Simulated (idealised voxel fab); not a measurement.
Title: Process Module voxel released beams
Each square cell in cross-section cut measures 5 nm, and the section as a whole is 245 nm wide.
Cross-sections here: square-cell grids, written as top-down lists of bands, a band being one or more rows of cells.
Band: top height; bottom height; in nm. Then, left to right: material with width in nm, for each material. "full width": a single material spanning edge to edge. "empty": empty space.
Zero point of the height axis is 0; under it, received wafer = one material. Lowest band: continues down indefinitely, "0..down".
Top row gets the first number, bottom row gets the second, and each row in between changes by the same step: that is how a band width like "30..40" works.
It should be understood that the words "no alteration", when stated for a given step, signify that the cross-section underwent no change in any of its cells during that step.
Under "Enclosed void list" you'll find the enclosed gaps, the ones with no way out to the top, that are 8 cells or bigger; each reads width x height at distance, with distance counted from the left edge, everything in nm.
On a step's line, text after the settings is the simulator commenting on that step.
"overlay nm" denotes, for a step that has a mask, the displacement of the mask to the right of its planned place, with negative values corresponding to the left.

Steps planned for the process:
1,op RECEIVE | material Si
2,op CONFORMAL_DEP | material SiN | thk nm 5
3,op DIRECTIONAL_DEP | material SiO2 | thk nm 20
4,op MASKED_ETCH | tone open | mask id ANCHOR | width nm 25 | etch materials SiO2 | depth nm 20 | overlay nm 0
5,op CONFORMAL_DEP | material TiN | thk nm 10
6,op DIRECTIONAL_DEP | material aC | thk nm 15
7,op PATTERN | tone cover | mask id BEAM | material resist | width nm 100 | thk nm 30 | overlay nm 0
8,op DIRECTIONAL_ETCH | etch materials aC | depth nm 15
9,op STRIP | etch materials resist
10,op DIRECTIONAL_ETCH | etch materials TiN | depth nm 10
11,op STRIP | etch materials aC
12,op STRIP | etch materials SiO2

Incoming wafer, cross-sectional view, post step 1:
- 0..down = Si full width
- Enclosed void list: none

First of two wafers at the end of the module, shown in cross-section; run carried out as planned:
- 35..25 = empty (70)  TiN (15)  empty (5)  TiN (80)  empty (75)
- 25..15 = empty (75)  TiN (10)  empty (5)  TiN (10)  empty (145)
- 15..5 = empty (75)  TiN (25)  empty (145)
- 5..0 = SiN full width
- 0..down = Si full width
- Enclosed void list: none

The second wafer, shown in cross-section after the module: started the same way as the first and given the same plan, yet one mistake crept into how it was run:
- 35..25 = empty (75)  TiN (10)  empty (5)  TiN (85)  empty (70)
- 25..15 = empty (75)  TiN (10)  empty (5)  TiN (10)  empty (145)
- 15..5 = empty (75)  TiN (25)  empty (145)
- 5..0 = SiN full width
- 0..down = Si full width
- Enclosed void list: none
Error vs. plan: step 7, actual vs plan mismatch, actual run op PATTERN | tone cover | mask id BEAM | material resist | width nm 100 | thk nm 30 | overlay nm 5
Final state: per-material cell counts identical on both wafers; locations differ.
